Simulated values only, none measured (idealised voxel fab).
Process module name: voxel wiring stack
It is cross-section cut that appears here, measuring 255 nm in width, its square cells being 5 nm in size.
Think of the cross-section as a grid of square cells. We describe it in bands, top to bottom, and each band covers one or more rows of those cells. The entry gives the band's vertical extent as a top height and a bottom height in nm, then its horizontal make-up as materials from left to right, each with a width in nm. "blank" stands for empty space; a single material marked "edge to edge" fills the band edge to edge. Height 0 is the level under which the wafer as received is all one material. The lowest band goes on downwards, as in "0..down". Think of "30..40" as a width that walks from the first number to the second as you go down the band, top row to bottom row, taking equal-sized steps from row to row. When a step is marked "remained unchanged", none of the cells in the cross-section changed during that step. Listed in "Encapsulated voids": every empty space of 8 or more cells without an open way to the top. Form: width x height at distance, the distance being from the left edge, all in nm. after a step's settings: what the simulator itself notes on the step. The "overlay nm" setting may appear on a step's line; for a step that uses a mask, it gives how far to the right of its planned position the mask lay, and a negative value indicates the left. Each pair of cross-sections that follows straddles one process step: the one shows the state before the step, the other the state after it, down to the lowest band that changed and no further. The step in question, and its settings, are given under the pair. Note that a pair is not necessarily a continuation of the pair above it, since pairs can come from different runs of this module on the same starting wafer; it is a continuation only where its entry headed "Prior to step" says so.
Prior to step:
    130..125  blank 85 nm, then SiCN 35 nm, then blank 15 nm, then SiCN 35 nm, then blank 85 nm
    125..110  blank 85 nm, then SiCN 5 nm, then W 25 nm, then SiCN 5 nm, then blank 15 nm, then SiCN 5 nm, then W 25 nm, then SiCN 5 nm, then blank 85 nm
    110..105  blank 75 nm, then SiCN 15 nm, then TiN 25 nm, then SiCN 5 nm, then blank 5 nm, then SiCN 15 nm, then TiN 25 nm, then SiCN 5 nm, then blank 85 nm
    105..100  blank 75 nm, then SiCN 5 nm, then Ru 35 nm, then SiCN 5 nm, then blank 5 nm, then SiCN 5 nm, then Ru 35 nm, then SiCN 5 nm, then blank 85 nm
    100..95  SiCN 80 nm, then Ru 35 nm, then SiCN 15 nm, then Ru 35 nm, then SiCN 90 nm
    95..80  SiO2 90 nm, then Ru 15 nm, then SiO2 35 nm, then Ru 15 nm, then SiO2 100 nm
    80..75  SiCN 90 nm, then Ru 15 nm, then SiCN 35 nm, then Ru 15 nm, then SiCN 100 nm
    75..60  lowk 90 nm, then TiN 5 nm, then W 15 nm, then TiN 5 nm, then lowk 25 nm, then TiN 5 nm, then W 15 nm, then TiN 5 nm, then lowk 90 nm
    60..55  SiN 90 nm, then TiN 25 nm, then SiN 25 nm, then TiN 25 nm, then SiN 90 nm
    55..40  lowk 90 nm, then Ru 15 nm, then lowk 35 nm, then Ru 15 nm, then lowk 100 nm
    40..35  SiCN 90 nm, then Ru 15 nm, then SiCN 35 nm, then Ru 15 nm, then SiCN 100 nm
    35..20  lowk 90 nm, then TiN 5 nm, then Cu 15 nm, then TiN 5 nm, then lowk 25 nm, then TiN 5 nm, then Cu 15 nm, then TiN 5 nm, then lowk 90 nm
    20..15  SiCN 90 nm, then TiN 25 nm, then SiCN 25 nm, then TiN 25 nm, then SiCN 90 nm
    15..0  SiO2 edge to edge
    0..down  Si edge to edge
    Encapsulated voids: none
Cut View, Post-Step:
    140..130  SiO2 edge to edge
    130..125  SiO2 85 nm, then SiCN 35 nm, then SiO2 15 nm, then SiCN 35 nm, then SiO2 85 nm
    125..110  SiO2 85 nm, then SiCN 5 nm, then W 25 nm, then SiCN 5 nm, then SiO2 15 nm, then SiCN 5 nm, then W 25 nm, then SiCN 5 nm, then SiO2 85 nm
    110..105  SiO2 75 nm, then SiCN 15 nm, then TiN 25 nm, then SiCN 5 nm, then SiO2 5 nm, then SiCN 15 nm, then TiN 25 nm, then SiCN 5 nm, then SiO2 85 nm
    105..100  SiO2 75 nm, then SiCN 5 nm, then Ru 35 nm, then SiCN 5 nm, then SiO2 5 nm, then SiCN 5 nm, then Ru 35 nm, then SiCN 5 nm, then SiO2 85 nm
    Below 100, no change.
    Encapsulated voids: none
The process step separating the two cross-sections depicted above is as follows: FILL_DEP,material SiO2,thk nm 10
Prior to step: refer to the pair immediately above; the cross-section shown after its step is the state before this one.
Cut View, Post-Step:
    115..110  SiO2 85 nm, then SiCN 5 nm, then W 25 nm, then SiCN 5 nm, then SiO2 15 nm, then SiCN 5 nm, then W 25 nm, then SiCN 5 nm, then SiO2 85 nm
    Below 110, no change.
    Encapsulated voids: none
The process step separating the two cross-sections depicted above is as follows: CMP,height nm 115
Prior to step: refer to the pair immediately above; the cross-section shown after its step is the state before this one.
Cut View, Post-Step:
    120..115  SiCN edge to edge
    Below 115, no change.
    Encapsulated voids: none
The process step separating the two cross-sections depicted above is as follows: CONFORMAL_DEP,material SiCN,thk nm 5
Prior to step:
    35..20  lowk 90 nm, then TiN 5 nm, then Cu 15 nm, then TiN 5 nm, then lowk 25 nm, then TiN 5 nm, then Cu 15 nm, then TiN 5 nm, then lowk 90 nm
    20..15  SiCN 90 nm, then TiN 25 nm, then SiCN 25 nm, then TiN 25 nm, then SiCN 90 nm
    15..0  SiO2 edge to edge
    0..down  Si edge to edge
    Encapsulated voids: none
Cut View, Post-Step:
    50..35  lowk edge to edge
    Below 35, no change.
    Encapsulated voids: none
The process step separating the two cross-sections depicted above is as follows: DIRECTIONAL_DEP,material lowk,thk nm 15
Prior to step: refer to the pair immediately above; the cross-section shown after its step is the state before this one.
Cut View, Post-Step:
    55..50  SiCN edge to edge
    Below 50, no change.
    Encapsulated voids: none
The process step separating the two cross-sections depicted above is as follows: CONFORMAL_DEP,material SiCN,thk nm 5
Prior to step: refer to the pair immediately above; the cross-section shown after its step is the state before this one.
Cut View, Post-Step:
    70..55  aC edge to edge
    Below 55, no change.
    Encapsulated voids: none
The process step separating the two cross-sections depicted above is as follows: DIRECTIONAL_DEP,material aC,thk nm 15
Prior to step: refer to the pair immediately above; the cross-section shown after its step is the state before this one.
Cut View, Post-Step:
    105..70  resist 90 nm, then blank 15 nm, then resist 35 nm, then blank 15 nm, then resist 100 nm
    Below 70, no change.
    Encapsulated voids: none
The process step separating the two cross-sections depicted above is as follows: PATTERN,tone open,mask id PLUG_1,material resist,width nm 15,pitch nm 50,thk nm 35,overlay nm 0
Prior to step: refer to the pair immediately above; the cross-section shown after its step is the state before this one.
Cut View, Post-Step:
    90..70  resist 90 nm, then blank 15 nm, then resist 35 nm, then blank 15 nm, then resist 100 nm
    70..55  aC 90 nm, then blank 15 nm, then aC 35 nm, then blank 15 nm, then aC 100 nm
    Below 55, no change.
    Encapsulated voids: none
The process step separating the two cross-sections depicted above is as follows: DIRECTIONAL_ETCH,etch materials aC,depth nm 15
Prior to step: refer to the pair immediately above; the cross-section shown after its step is the state before this one.
Cut View, Post-Step:
    70..55  aC 90 nm, then blank 15 nm, then aC 35 nm, then blank 15 nm, then aC 100 nm
    Below 55, no change.
    Encapsulated voids: none
The process step separating the two cross-sections depicted above is as follows: STRIP,etch materials resist
Prior to step: refer to the pair immediately above; the cross-section shown after its step is the state before this one.
Cut View, Post-Step:
    70..55  aC 90 nm, then blank 15 nm, then aC 35 nm, then blank 15 nm, then aC 100 nm
    55..50  SiCN 90 nm, then blank 15 nm, then SiCN 35 nm, then blank 15 nm, then SiCN 100 nm
    Below 50, no change.
    Encapsulated voids: none
The process step separating the two cross-sections depicted above is as follows: DIRECTIONAL_ETCH,etch materials SiCN,depth nm 5
Prior to step: refer to the pair immediately above; the cross-section shown after its step is the state before this one.
Cut View, Post-Step:
    55..50  SiCN 90 nm, then blank 15 nm, then SiCN 35 nm, then blank 15 nm, then SiCN 100 nm
    Below 50, no change.
    Encapsulated voids: none
The process step separating the two cross-sections depicted above is as follows: STRIP,etch materials aC
Prior to step: refer to the pair immediately above; the cross-section shown after its step is the state before this one.
Cut View, Post-Step:
    60..55  SiN 95 nm, then blank 5 nm, then SiN 45 nm, then blank 5 nm, then SiN 105 nm
    55..50  SiCN 90 nm, then SiN 15 nm, then SiCN 35 nm, then SiN 15 nm, then SiCN 100 nm
    Below 50, no change.
    Encapsulated voids: none
The process step separating the two cross-sections depicted above is as follows: CONFORMAL_DEP,material SiN,thk nm 5
Prior to step: refer to the pair immediately above; the cross-section shown after its step is the state before this one.
Cut View, Post-Step:
    75..70  lowk 95 nm, then blank 5 nm, then lowk 45 nm, then blank 5 nm, then lowk 105 nm
    70..60  lowk edge to edge
    60..55  SiN 95 nm, then lowk 5 nm, then SiN 45 nm, then lowk 5 nm, then SiN 105 nm
    Below 55, no change.
    Encapsulated voids: none
The process step separating the two cross-sections depicted above is as follows: DIRECTIONAL_DEP,material lowk,thk nm 15
Prior to step: refer to the pair immediately above; the cross-section shown after its step is the state before this one.
Cut View, Post-Step:
    75..60  lowk 90 nm, then blank 25 nm, then lowk 25 nm, then blank 25 nm, then lowk 90 nm
    60..55  SiN 95 nm, then blank 5 nm, then SiN 45 nm, then blank 5 nm, then SiN 105 nm
    Below 55, no change.
    Encapsulated voids: none
The process step separating the two cross-sections depicted above is as follows: MASKED_ETCH,tone open,mask id METAL_2,width nm 25,pitch nm 50,etch materials lowk,depth nm 15,overlay nm 0
Prior to step: refer to the pair immediately above; the cross-section shown after its step is the state before this one.
Cut View, Post-Step:
    75..60  lowk 90 nm, then blank 25 nm, then lowk 25 nm, then blank 25 nm, then lowk 90 nm
    60..55  SiN 90 nm, then blank 25 nm, then SiN 25 nm, then blank 25 nm, then SiN 90 nm
    55..50  SiCN 90 nm, then SiN 5 nm, then blank 5 nm, then SiN 5 nm, then SiCN 35 nm, then SiN 5 nm, then blank 5 nm, then SiN 5 nm, then SiCN 100 nm
    Below 50, no change.
    Encapsulated voids: none
The process step separating the two cross-sections depicted above is as follows: MASKED_ETCH,tone open,mask id METAL_2,width nm 25,pitch nm 50,etch materials SiN,depth nm 5,overlay nm 0
Prior to step: refer to the pair immediately above; the cross-section shown after its step is the state before this one.
Cut View, Post-Step:
    80..75  TiN 95 nm, then blank 15 nm, then TiN 35 nm, then blank 15 nm, then TiN 95 nm
    75..60  lowk 90 nm, then TiN 5 nm, then blank 15 nm, then TiN 5 nm, then lowk 25 nm, then TiN 5 nm, then blank 15 nm, then TiN 5 nm, then lowk 90 nm
    60..55  SiN 90 nm, then TiN 25 nm, then SiN 25 nm, then TiN 25 nm, then SiN 90 nm
    55..50  SiCN 90 nm, then SiN 5 nm, then TiN 5 nm, then SiN 5 nm, then SiCN 35 nm, then SiN 5 nm, then TiN 5 nm, then SiN 5 nm, then SiCN 100 nm
    Below 50, no change.
    Encapsulated voids: none
The process step separating the two cross-sections depicted above is as follows: CONFORMAL_DEP,material TiN,thk nm 5
Prior to step: refer to the pair immediately above; the cross-section shown after its step is the state before this one.
Cut View, Post-Step:
    85..80  W edge to edge
    80..75  TiN 95 nm, then W 15 nm, then TiN 35 nm, then W 15 nm, then TiN 95 nm
    75..60  lowk 90 nm, then TiN 5 nm, then W 15 nm, then TiN 5 nm, then lowk 25 nm, then TiN 5 nm, then W 15 nm, then TiN 5 nm, then lowk 90 nm
    Below 60, no change.
    Encapsulated voids: none
The process step separating the two cross-sections depicted above is as follows: FILL_DEP,material W,thk nm 5
Prior to step: refer to the pair immediately above; the cross-section shown after its step is the state before this one.
Cut View, Post-Step:
    75..60  lowk 90 nm, then TiN 5 nm, then W 15 nm, then TiN 5 nm, then lowk 25 nm, then TiN 5 nm, then W 15 nm, then TiN 5 nm, then lowk 90 nm
    Below 60, no change.
    Encapsulated voids: none
The process step separating the two cross-sections depicted above is as follows: CMP,height nm 75
Prior to step: refer to the pair immediately above; the cross-section shown after its step is the state before this one.
Cut View, Post-Step:
    80..75  SiCN edge to edge
    Below 75, no change.
    Encapsulated voids: none
The process step separating the two cross-sections depicted above is as follows: CONFORMAL_DEP,material SiCN,thk nm 5
Prior to step: refer to the pair immediately above; the cross-section shown after its step is the state before this one.
Cut View, Post-Step:
    95..80  SiO2 edge to edge
    Below 80, no change.
    Encapsulated voids: none
The process step separating the two cross-sections depicted above is as follows: DIRECTIONAL_DEP,material SiO2,thk nm 15
Prior to step: refer to the pair immediately above; the cross-section shown after its step is the state before this one.
Cut View, Post-Step:
    110..95  resist 90 nm, then blank 15 nm, then resist 35 nm, then blank 15 nm, then resist 100 nm
    Below 95, no change.
    Encapsulated voids: none
The process step separating the two cross-sections depicted above is as follows: PATTERN,tone open,mask id PLUG_2,material resist,width nm 15,pitch nm 50,thk nm 15,overlay nm 0
Prior to step: refer to the pair immediately above; the cross-section shown after its step is the state before this one.
Cut View, Post-Step:
    110..95  resist 90 nm, then blank 15 nm, then resist 35 nm, then blank 15 nm, then resist 100 nm
    95..80  SiO2 90 nm, then blank 15 nm, then SiO2 35 nm, then blank 15 nm, then SiO2 100 nm
    Below 80, no change.
    Encapsulated voids: none
The process step separating the two cross-sections depicted above is as follows: DIRECTIONAL_ETCH,etch materials SiO2,depth nm 15
Prior to step: refer to the pair immediately above; the cross-section shown after its step is the state before this one.
Cut View, Post-Step:
    110..95  resist 90 nm, then blank 15 nm, then resist 35 nm, then blank 15 nm, then resist 100 nm
    95..80  SiO2 90 nm, then blank 15 nm, then SiO2 35 nm, then blank 15 nm, then SiO2 100 nm
    80..75  SiCN 90 nm, then blank 15 nm, then SiCN 35 nm, then blank 15 nm, then SiCN 100 nm
    Below 75, no change.
    Encapsulated voids: none
The process step separating the two cross-sections depicted above is as follows: DIRECTIONAL_ETCH,etch materials SiCN,depth nm 5
Prior to step: refer to the pair immediately above; the cross-section shown after its step is the state before this one.
Cut View, Post-Step:
    95..80  SiO2 90 nm, then blank 15 nm, then SiO2 35 nm, then blank 15 nm, then SiO2 100 nm
    Below 80, no change.
    Encapsulated voids: none
The process step separating the two cross-sections depicted above is as follows: STRIP,etch materials resist
Prior to step: refer to the pair immediately above; the cross-section shown after its step is the state before this one.
Cut View, Post-Step:
    95..85  SiO2 90 nm, then blank 15 nm, then SiO2 35 nm, then blank 15 nm, then SiO2 100 nm
    85..80  SiO2 90 nm, then Ru 15 nm, then SiO2 35 nm, then Ru 15 nm, then SiO2 100 nm
    80..75  SiCN 90 nm, then Ru 15 nm, then SiCN 35 nm, then Ru 15 nm, then SiCN 100 nm
    Below 75, no change.
    Encapsulated voids: none
The process step separating the two cross-sections depicted above is as follows: EPI,material Ru,thk nm 10
Prior to step: refer to the pair immediately above; the cross-section shown after its step is the state before this one.
Cut View, Post-Step:
    95..80  SiO2 90 nm, then Ru 15 nm, then SiO2 35 nm, then Ru 15 nm, then SiO2 100 nm
    Below 80, no change.
    Encapsulated voids: none
The process step separating the two cross-sections depicted above is as follows: EPI,material Ru,thk nm 10
Prior to step: refer to the pair immediately above; the cross-section shown after its step is the state before this one.
Cut View, Post-Step:
    100..95  TiN edge to edge
    Below 95, no change.
    Encapsulated voids: none
The process step separating the two cross-sections depicted above is as follows: DIRECTIONAL_DEP,material TiN,thk nm 5
Prior to step: refer to the pair immediately above; the cross-section shown after its step is the state before this one.
Cut View, Post-Step:
    115..100  W edge to edge
    Below 100, no change.
    Encapsulated voids: none
The process step separating the two cross-sections depicted above is as follows: DIRECTIONAL_DEP,material W,thk nm 15
Prior to step: refer to the pair immediately above; the cross-section shown after its step is the state before this one.
Cut View, Post-Step:
    125..115  aC edge to edge
    Below 115, no change.
    Encapsulated voids: none
The process step separating the two cross-sections depicted above is as follows: DIRECTIONAL_DEP,material aC,thk nm 10
Prior to step: refer to the pair immediately above; the cross-section shown after its step is the state before this one.
Cut View, Post-Step:
    150..125  blank 90 nm, then resist 25 nm, then blank 25 nm, then resist 25 nm, then blank 90 nm
    Below 125, no change.
    Encapsulated voids: none
The process step separating the two cross-sections depicted above is as follows: PATTERN,tone cover,mask id METAL_3,material resist,width nm 25,pitch nm 50,thk nm 25,overlay nm 0
Prior to step: refer to the pair immediately above; the cross-section shown after its step is the state before this one.
Cut View, Post-Step:
    140..125  blank 90 nm, then resist 25 nm, then blank 25 nm, then resist 25 nm, then blank 90 nm
    125..115  blank 90 nm, then aC 25 nm, then blank 25 nm, then aC 25 nm, then blank 90 nm
    Below 115, no change.
    Encapsulated voids: none
The process step separating the two cross-sections depicted above is as follows: DIRECTIONAL_ETCH,etch materials aC,depth nm 10
Prior to step: refer to the pair immediately above; the cross-section shown after its step is the state before this one.
Cut View, Post-Step:
    125..115  blank 90 nm, then aC 25 nm, then blank 25 nm, then aC 25 nm, then blank 90 nm
    Below 115, no change.
    Encapsulated voids: none
The process step separating the two cross-sections depicted above is as follows: STRIP,etch materials resist
Prior to step: refer to the pair immediately above; the cross-section shown after its step is the state before this one.
Cut View, Post-Step:
    125..115  blank 90 nm, then aC 25 nm, then blank 25 nm, then aC 25 nm, then blank 90 nm
    115..100  blank 90 nm, then W 25 nm, then blank 25 nm, then W 25 nm, then blank 90 nm
    Below 100, no change.
    Encapsulated voids: none
The process step separating the two cross-sections depicted above is as follows: DIRECTIONAL_ETCH,etch materials W,depth nm 15
Prior to step: refer to the pair immediately above; the cross-section shown after its step is the state before this one.
Cut View, Post-Step:
    125..115  blank 90 nm, then aC 25 nm, then blank 25 nm, then aC 25 nm, then blank 90 nm
    115..100  blank 90 nm, then W 25 nm, then blank 25 nm, then W 25 nm, then blank 90 nm
    100..95  blank 90 nm, then TiN 25 nm, then blank 25 nm, then TiN 25 nm, then blank 90 nm
    Below 95, no change.
    Encapsulated voids: none
The process step separating the two cross-sections depicted above is as follows: DIRECTIONAL_ETCH,etch materials TiN,depth nm 5
Prior to step: refer to the pair immediately above; the cross-section shown after its step is the state before this one.
Cut View, Post-Step:
    115..100  blank 90 nm, then W 25 nm, then blank 25 nm, then W 25 nm, then blank 90 nm
    Below 100, no change.
    Encapsulated voids: none
The process step separating the two cross-sections depicted above is as follows: STRIP,etch materials aC
Prior to step: refer to the pair immediately above; the cross-section shown after its step is the state before this one.
Cut View, Post-Step:
    120..115  blank 85 nm, then SiCN 35 nm, then blank 15 nm, then SiCN 35 nm, then blank 85 nm
    115..100  blank 85 nm, then SiCN 5 nm, then W 25 nm, then SiCN 5 nm, then blank 15 nm, then SiCN 5 nm, then W 25 nm, then SiCN 5 nm, then blank 85 nm
    100..95  SiCN 90 nm, then TiN 25 nm, then SiCN 25 nm, then TiN 25 nm, then SiCN 90 nm
    Below 95, no change.
    Encapsulated voids: none
The process step separating the two cross-sections depicted above is as follows: CONFORMAL_DEP,material SiCN,thk nm 5
Prior to step: refer to the pair immediately above; the cross-section shown after its step is the state before this one.
Cut View, Post-Step:
    130..120  SiO2 edge to edge
    120..115  SiO2 85 nm, then SiCN 35 nm, then SiO2 15 nm, then SiCN 35 nm, then SiO2 85 nm
    115..100  SiO2 85 nm, then SiCN 5 nm, then W 25 nm, then SiCN 5 nm, then SiO2 15 nm, then SiCN 5 nm, then W 25 nm, then SiCN 5 nm, then SiO2 85 nm
    Below 100, no change.
    Encapsulated voids: none
The process step separating the two cross-sections depicted above is as follows: FILL_DEP,material SiO2,thk nm 10
Prior to step: refer to the pair immediately above; the cross-section shown after its step is the state before this one.
Cut View, Post-Step:
    115..100  SiO2 85 nm, then SiCN 5 nm, then W 25 nm, then SiCN 5 nm, then SiO2 15 nm, then SiCN 5 nm, then W 25 nm, then SiCN 5 nm, then SiO2 85 nm
    Below 100, no change.
    Encapsulated voids: none
The process step separating the two cross-sections depicted above is as follows: CMP,height nm 115
Prior to step: refer to the pair immediately above; the cross-section shown after its step is the state before this one.
Cut View, Post-Step:
    120..115  SiCN edge to edge
    Below 115, no change.
    Encapsulated voids: none
The process step separating the two cross-sections depicted above is as follows: CONFORMAL_DEP,material SiCN,thk nm 5
Prior to step:
    40..35  SiCN edge to edge
    35..20  lowk 90 nm, then TiN 5 nm, then Cu 15 nm, then TiN 5 nm, then lowk 25 nm, then TiN 5 nm, then Cu 15 nm, then TiN 5 nm, then lowk 90 nm
    20..15  SiCN 90 nm, then TiN 25 nm, then SiCN 25 nm, then TiN 25 nm, then SiCN 90 nm
    15..0  SiO2 edge to edge
    0..down  Si edge to edge
    Encapsulated voids: none
Cut View, Post-Step:
    45..40  lowk edge to edge
    Below 40, no change.
    Encapsulated voids: none
The process step separating the two cross-sections depicted above is as follows: DIRECTIONAL_DEP,material lowk,thk nm 5
Prior to step: refer to the pair immediately above; the cross-section shown after its step is the state before this one.
Cut View, Post-Step:
    60..45  aC edge to edge
    Below 45, no change.
    Encapsulated voids: none
The process step separating the two cross-sections depicted above is as follows: DIRECTIONAL_DEP,material aC,thk nm 15
Prior to step: refer to the pair immediately above; the cross-section shown after its step is the state before this one.
Cut View, Post-Step:
    95..60  resist 90 nm, then blank 15 nm, then resist 35 nm, then blank 15 nm, then resist 100 nm
    Below 60, no change.
    Encapsulated voids: none
The process step separating the two cross-sections depicted above is as follows: PATTERN,tone open,mask id PLUG_1,material resist,width nm 15,pitch nm 50,thk nm 35,overlay nm 0
Prior to step: refer to the pair immediately above; the cross-section shown after its step is the state before this one.
Cut View, Post-Step:
    80..60  resist 90 nm, then blank 15 nm, then resist 35 nm, then blank 15 nm, then resist 100 nm
    60..45  aC 90 nm, then blank 15 nm, then aC 35 nm, then blank 15 nm, then aC 100 nm
    Below 45, no change.
    Encapsulated voids: none
The process step separating the two cross-sections depicted above is as follows: DIRECTIONAL_ETCH,etch materials aC,depth nm 15
Prior to step: refer to the pair immediately above; the cross-section shown after its step is the state before this one.
Cut View, Post-Step:
    60..45  aC 90 nm, then blank 15 nm, then aC 35 nm, then blank 15 nm, then aC 100 nm
    Below 45, no change.
    Encapsulated voids: none
The process step separating the two cross-sections depicted above is as follows: STRIP,etch materials resist
Prior to step: refer to the pair immediately above; the cross-section shown after its step is the state before this one.
Cut View, Post-Step:
    60..45  aC 90 nm, then blank 15 nm, then aC 35 nm, then blank 15 nm, then aC 100 nm
    45..40  lowk 90 nm, then blank 15 nm, then lowk 35 nm, then blank 15 nm, then lowk 100 nm
    Below 40, no change.
    Encapsulated voids: none
The process step separating the two cross-sections depicted above is as follows: DIRECTIONAL_ETCH,etch materials lowk,depth nm 15
Prior to step: refer to the pair immediately above; the cross-section shown after its step is the state before this one.
Cut View, Post-Step:
    60..45  aC 90 nm, then blank 15 nm, then aC 35 nm, then blank 15 nm, then aC 100 nm
    45..40  lowk 90 nm, then blank 15 nm, then lowk 35 nm, then blank 15 nm, then lowk 100 nm
    40..35  SiCN 90 nm, then blank 15 nm, then SiCN 35 nm, then blank 15 nm, then SiCN 100 nm
    Below 35, no change.
    Encapsulated voids: none
The process step separating the two cross-sections depicted above is as follows: DIRECTIONAL_ETCH,etch materials SiCN,depth nm 5
Prior to step: refer to the pair immediately above; the cross-section shown after its step is the state before this one.
Cut View, Post-Step:
    45..40  lowk 90 nm, then blank 15 nm, then lowk 35 nm, then blank 15 nm, then lowk 100 nm
    Below 40, no change.
    Encapsulated voids: none
The process step separating the two cross-sections depicted above is as follows: STRIP,etch materials aC
Prior to step: refer to the pair immediately above; the cross-section shown after its step is the state before this one.
Cut View, Post-Step:
    45..40  lowk 90 nm, then Ru 15 nm, then lowk 35 nm, then Ru 15 nm, then lowk 100 nm
    40..35  SiCN 90 nm, then Ru 15 nm, then SiCN 35 nm, then Ru 15 nm, then SiCN 100 nm
    Below 35, no change.
    Encapsulated voids: none
The process step separating the two cross-sections depicted above is as follows: EPI,material Ru,thk nm 10
Prior to step: refer to the pair immediately above; the cross-section shown after its step is the state before this one.
Cut View, Post-Step:
    55..45  blank 80 nm, then Ru 35 nm, then blank 15 nm, then Ru 35 nm, then blank 90 nm
    Below 45, no change.
    Encapsulated voids: none
The process step separating the two cross-sections depicted above is as follows: EPI,material Ru,thk nm 10
Prior to step: refer to the pair immediately above; the cross-section shown after its step is the state before this one.
Cut View, Post-Step:
    60..55  blank 75 nm, then SiN 45 nm, then blank 5 nm, then SiN 45 nm, then blank 85 nm
    55..50  blank 75 nm, then SiN 5 nm, then Ru 35 nm, then SiN 5 nm, then blank 5 nm, then SiN 5 nm, then Ru 35 nm, then SiN 5 nm, then blank 85 nm
    50..45  SiN 80 nm, then Ru 35 nm, then SiN 15 nm, then Ru 35 nm, then SiN 90 nm
    Below 45, no change.
    Encapsulated voids: none
The process step separating the two cross-sections depicted above is as follows: CONFORMAL_DEP,material SiN,thk nm 5
Prior to step: refer to the pair immediately above; the cross-section shown after its step is the state before this one.
Cut View, Post-Step:
    75..65  blank 75 nm, then lowk 45 nm, then blank 5 nm, then lowk 45 nm, then blank 85 nm
    65..60  lowk edge to edge
    60..55  lowk 75 nm, then SiN 45 nm, then lowk 5 nm, then SiN 45 nm, then lowk 85 nm
    55..50  lowk 75 nm, then SiN 5 nm, then Ru 35 nm, then SiN 5 nm, then lowk 5 nm, then SiN 5 nm, then Ru 35 nm, then SiN 5 nm, then lowk 85 nm
    Below 50, no change.
    Encapsulated voids: none
The process step separating the two cross-sections depicted above is as follows: DIRECTIONAL_DEP,material lowk,thk nm 15
Prior to step: refer to the pair immediately above; the cross-section shown after its step is the state before this one.
Cut View, Post-Step:
    75..65  blank 75 nm, then lowk 15 nm, then blank 25 nm, then lowk 5 nm, then blank 5 nm, then lowk 15 nm, then blank 25 nm, then lowk 5 nm, then blank 85 nm
    65..60  lowk 90 nm, then blank 25 nm, then lowk 25 nm, then blank 25 nm, then lowk 90 nm
    Below 60, no change.
    Encapsulated voids: none
The process step separating the two cross-sections depicted above is as follows: MASKED_ETCH,tone open,mask id METAL_2,width nm 25,pitch nm 50,etch materials lowk,depth nm 15,overlay nm 0
Prior to step: refer to the pair immediately above; the cross-section shown after its step is the state before this one.
Cut View, Post-Step:
    75..65  blank 75 nm, then lowk 15 nm, then blank 25 nm, then lowk 5 nm, then blank 5 nm, then lowk 15 nm, then blank 25 nm, then lowk 5 nm, then blank 85 nm
    65..60  lowk 90 nm, then blank 25 nm, then lowk 25 nm, then blank 25 nm, then lowk 90 nm
    60..55  lowk 75 nm, then SiN 15 nm, then blank 25 nm, then SiN 5 nm, then lowk 5 nm, then SiN 15 nm, then blank 25 nm, then SiN 5 nm, then lowk 85 nm
    Below 55, no change.
    Encapsulated voids: none
The process step separating the two cross-sections depicted above is as follows: MASKED_ETCH,tone open,mask id METAL_2,width nm 25,pitch nm 50,etch materials SiN,depth nm 5,overlay nm 0
Prior to step: refer to the pair immediately above; the cross-section shown after its step is the state before this one.
Cut View, Post-Step:
    80..75  blank 70 nm, then TiN 25 nm, then blank 15 nm, then TiN 35 nm, then blank 15 nm, then TiN 15 nm, then blank 80 nm
    75..70  blank 70 nm, then TiN 5 nm, then lowk 15 nm, then TiN 5 nm, then blank 15 nm, then TiN 5 nm, then lowk 5 nm, then TiN 5 nm, then lowk 15 nm, then TiN 5 nm, then blank 15 nm, then TiN 5 nm, then lowk 5 nm, then TiN 5 nm, then blank 80 nm
    70..65  TiN 75 nm, then lowk 15 nm, then TiN 5 nm, then blank 15 nm, then TiN 5 nm, then lowk 5 nm, then TiN 5 nm, then lowk 15 nm, then TiN 5 nm, then blank 15 nm, then TiN 5 nm, then lowk 5 nm, then TiN 85 nm
    65..60  lowk 90 nm, then TiN 5 nm, then blank 15 nm, then TiN 5 nm, then lowk 25 nm, then TiN 5 nm, then blank 15 nm, then TiN 5 nm, then lowk 90 nm
    60..55  lowk 75 nm, then SiN 15 nm, then TiN 25 nm, then SiN 5 nm, then lowk 5 nm, then SiN 15 nm, then TiN 25 nm, then SiN 5 nm, then lowk 85 nm
    Below 55, no change.
    Encapsulated voids: none
The process step separating the two cross-sections depicted above is as follows: CONFORMAL_DEP,material TiN,thk nm 5
Prior to step: refer to the pair immediately above; the cross-section shown after its step is the state before this one.
Cut View, Post-Step:
    85..80  W edge to edge
    80..75  W 70 nm, then TiN 25 nm, then W 15 nm, then TiN 35 nm, then W 15 nm, then TiN 15 nm, then W 80 nm
    75..70  W 70 nm, then TiN 5 nm, then lowk 15 nm, then TiN 5 nm, then W 15 nm, then TiN 5 nm, then lowk 5 nm, then TiN 5 nm, then lowk 15 nm, then TiN 5 nm, then W 15 nm, then TiN 5 nm, then lowk 5 nm, then TiN 5 nm, then W 80 nm
    70..65  TiN 75 nm, then lowk 15 nm, then TiN 5 nm, then W 15 nm, then TiN 5 nm, then lowk 5 nm, then TiN 5 nm, then lowk 15 nm, then TiN 5 nm, then W 15 nm, then TiN 5 nm, then lowk 5 nm, then TiN 85 nm
    65..60  lowk 90 nm, then TiN 5 nm, then W 15 nm, then TiN 5 nm, then lowk 25 nm, then TiN 5 nm, then W 15 nm, then TiN 5 nm, then lowk 90 nm
    Below 60, no change.
    Encapsulated voids: none
The process step separating the two cross-sections depicted above is as follows: FILL_DEP,material W,thk nm 5
Prior to step: refer to the pair immediately above; the cross-section shown after its step is the state before this one.
Cut View, Post-Step:
    75..70  W 70 nm, then TiN 5 nm, then lowk 15 nm, then TiN 5 nm, then W 15 nm, then TiN 5 nm, then lowk 5 nm, then TiN 5 nm, then lowk 15 nm, then TiN 5 nm, then W 15 nm, then TiN 5 nm, then lowk 5 nm, then TiN 5 nm, then W 80 nm
    Below 70, no change.
    Encapsulated voids: none
The process step separating the two cross-sections depicted above is as follows: CMP,height nm 75
Prior to step: refer to the pair immediately above; the cross-section shown after its step is the state before this one.
Cut View, Post-Step:
    80..75  SiCN edge to edge
    Below 75, no change.
    Encapsulated voids: none
The process step separating the two cross-sections depicted above is as follows: CONFORMAL_DEP,material SiCN,thk nm 5
Prior to step: refer to the pair immediately above; the cross-section shown after its step is the state before this one.
Cut View, Post-Step:
    95..80  SiO2 edge to edge
    Below 80, no change.
    Encapsulated voids: none
The process step separating the two cross-sections depicted above is as follows: DIRECTIONAL_DEP,material SiO2,thk nm 15
Prior to step: refer to the pair immediately above; the cross-section shown after its step is the state before this one.
Cut View, Post-Step:
    110..95  resist 90 nm, then blank 15 nm, then resist 35 nm, then blank 15 nm, then resist 100 nm
    Below 95, no change.
    Encapsulated voids: none
The process step separating the two cross-sections depicted above is as follows: PATTERN,tone open,mask id PLUG_2,material resist,width nm 15,pitch nm 50,thk nm 15,overlay nm 0
Prior to step: refer to the pair immediately above; the cross-section shown after its step is the state before this one.
Cut View, Post-Step:
    110..95  resist 90 nm, then blank 15 nm, then resist 35 nm, then blank 15 nm, then resist 100 nm
    95..80  SiO2 90 nm, then blank 15 nm, then SiO2 35 nm, then blank 15 nm, then SiO2 100 nm
    Below 80, no change.
    Encapsulated voids: none
The process step separating the two cross-sections depicted above is as follows: DIRECTIONAL_ETCH,etch materials SiO2,depth nm 15
